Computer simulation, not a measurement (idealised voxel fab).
Proc. module: voxel wiring stack
Cross-section cut spans 160 nm and uses square cells 5 nm in size.
This document writes a cross-section as a grid whose cells are square, and gives it as bands, listed from the top down; one or more rows of cells form a band. First you get the band's top height and its bottom height, in nm, and then the materials it's made of, left to right, with each width in nm. If you see a single material with "edge to edge", that one covers the band edge to edge. "empty" is empty space. Note: height 0 marks the level under which the wafer is uniformly one material as received. Lowest band unbounded below, written "0 down". Width "30 to 40": first value at the band's top row of cells, second value at its bottom row, equal change from row to row. A step reported as "all unchanged" is a step in which no cell of the cross-section changed. "Trapped voids" enumerates empty spaces isolated from the top, with no open way to it, that contain at least 8 cells, giving each as width x height at distance from the left edge, all three in nm. Where a step's line continues beyond its settings, the continuation is a remark by the simulator itself on that step. A step line may carry the setting "overlay nm", which, for steps involving a mask, states the distance by which the mask lay to the right of its intended position; negative values denote displacement to the left.
**Here's what the planned process steps look like**
| 1 | RECEIVE (material Si) |
| 2 | CONFORMAL_DEP (material SiO2; thk nm 15) |
| 3 | CONFORMAL_DEP (material SiCN; thk nm 5) |
| 4 | DIRECTIONAL_DEP (material SiO2; thk nm 15) |
| 5 | PATTERN (tone open; mask id METAL_1; material resist; width nm 20; pitch nm 35; thk nm 15; overlay nm 0) |
| 6 | DIRECTIONAL_ETCH (etch materials SiO2; depth nm 15) |
| 7 | DIRECTIONAL_ETCH (etch materials SiCN; depth nm 5) |
| 8 | STRIP (etch materials resist) |
| 9 | CONFORMAL_DEP (material TiN; thk nm 5) |
| 10 | FILL_DEP (material Ru; thk nm 5) |
| 11 | CMP (height nm 35) |
| 12 | EPI (material Ru; thk nm 5) |
| 13 | FILL_DEP (material SiCN; thk nm 5) |
| 14 | DIRECTIONAL_DEP (material lowk; thk nm 30) |
| 15 | DIRECTIONAL_DEP (material aC; thk nm 15) |
| 16 | PATTERN (tone open; mask id METAL_2_HOLES; material resist; width nm 15; pitch nm 35; thk nm 30; overlay nm 0) |
| 17 | DIRECTIONAL_ETCH (etch materials aC; depth nm 15) |
| 18 | STRIP (etch materials resist) |
| 19 | DIRECTIONAL_ETCH (etch materials lowk; depth nm 30) |
| 20 | STRIP (etch materials aC) |
| 21 | MASKED_ETCH (tone open; mask id METAL_2; width nm 20; pitch nm 35; etch materials lowk; depth nm 20; overlay nm 0) |
| 22 | MASKED_ETCH (tone open; mask id METAL_2; width nm 20; pitch nm 35; etch materials SiCN; depth nm 5; overlay nm 0) |
| 23 | CONFORMAL_DEP (material TiN; thk nm 5) |
| 24 | FILL_DEP (material Cu; thk nm 10) |
| 25 | CMP (height nm 75) |
| 26 | CONFORMAL_DEP (material SiN; thk nm 5) |
**Cross-section of the wafer at receipt, which is the condition after step 1**
* 0 down = Si edge to edge
* Trapped voids: none
**Cross-section taken at module completion on the first of two wafers; processed per the plan**
* 80 to 75 = SiN edge to edge
* 75 to 60 = lowk: 50 / TiN: 5 / Cu: 10 / TiN: 5 / lowk: 15 / TiN: 5 / Cu: 10 / TiN: 5 / lowk: 55
* 60 to 55 = lowk: 50 / TiN: 5 / Cu: 5 / TiN: 10 / lowk: 15 / TiN: 5 / Cu: 5 / TiN: 10 / lowk: 55
* 55 to 45 = lowk: 50 / TiN: 5 / Cu: 5 / TiN: 5 / lowk: 20 / TiN: 5 / Cu: 5 / TiN: 5 / lowk: 60
* 45 to 40 = SiCN: 50 / TiN: 15 / SiCN: 20 / TiN: 15 / SiCN: 60
* 40 to 35 = SiCN: 45 / Ru: 30 / SiCN: 5 / Ru: 30 / SiCN: 50
* 35 to 20 = SiO2: 50 / TiN: 5 / Ru: 10 / TiN: 5 / SiO2: 15 / TiN: 5 / Ru: 10 / TiN: 5 / SiO2: 55
* 20 to 15 = SiCN: 50 / TiN: 20 / SiCN: 15 / TiN: 20 / SiCN: 55
* 15 to 0 = SiO2 edge to edge
* 0 down = Si edge to edge
* Trapped voids: none
**Same start, same plan as the first wafer - but one mistake in the run. Cross-section of the second of the two at the end of the module**
* 80 to 75 = SiN edge to edge
* 75 to 60 = lowk: 45 / TiN: 5 / Cu: 10 / TiN: 5 / lowk: 15 / TiN: 5 / Cu: 10 / TiN: 5 / lowk: 60
* 60 to 55 = lowk: 45 / TiN: 10 / Cu: 5 / TiN: 5 / lowk: 15 / TiN: 10 / Cu: 5 / TiN: 5 / lowk: 60
* 55 to 45 = lowk: 50 / TiN: 5 / Cu: 5 / TiN: 5 / lowk: 20 / TiN: 5 / Cu: 5 / TiN: 5 / lowk: 60
* 45 to 40 = SiCN: 50 / TiN: 15 / SiCN: 20 / TiN: 15 / SiCN: 60
* 40 to 35 = SiCN: 45 / Ru: 30 / SiCN: 5 / Ru: 30 / SiCN: 50
* 35 to 20 = SiO2: 50 / TiN: 5 / Ru: 10 / TiN: 5 / SiO2: 15 / TiN: 5 / Ru: 10 / TiN: 5 / SiO2: 55
* 20 to 15 = SiCN: 50 / TiN: 20 / SiCN: 15 / TiN: 20 / SiCN: 55
* 15 to 0 = SiO2 edge to edge
* 0 down = Si edge to edge
* Trapped voids: none
Processing error: step 21 was processed under conditions differing from the plan, specifically as MASKED_ETCH (tone open; mask id METAL_2; width nm 20; pitch nm 35; etch materials lowk; depth nm 20; overlay nm -5)
Same inventory, different map: at the end, the second wafer holds as many cells of each material as the first, placed elsewhere.
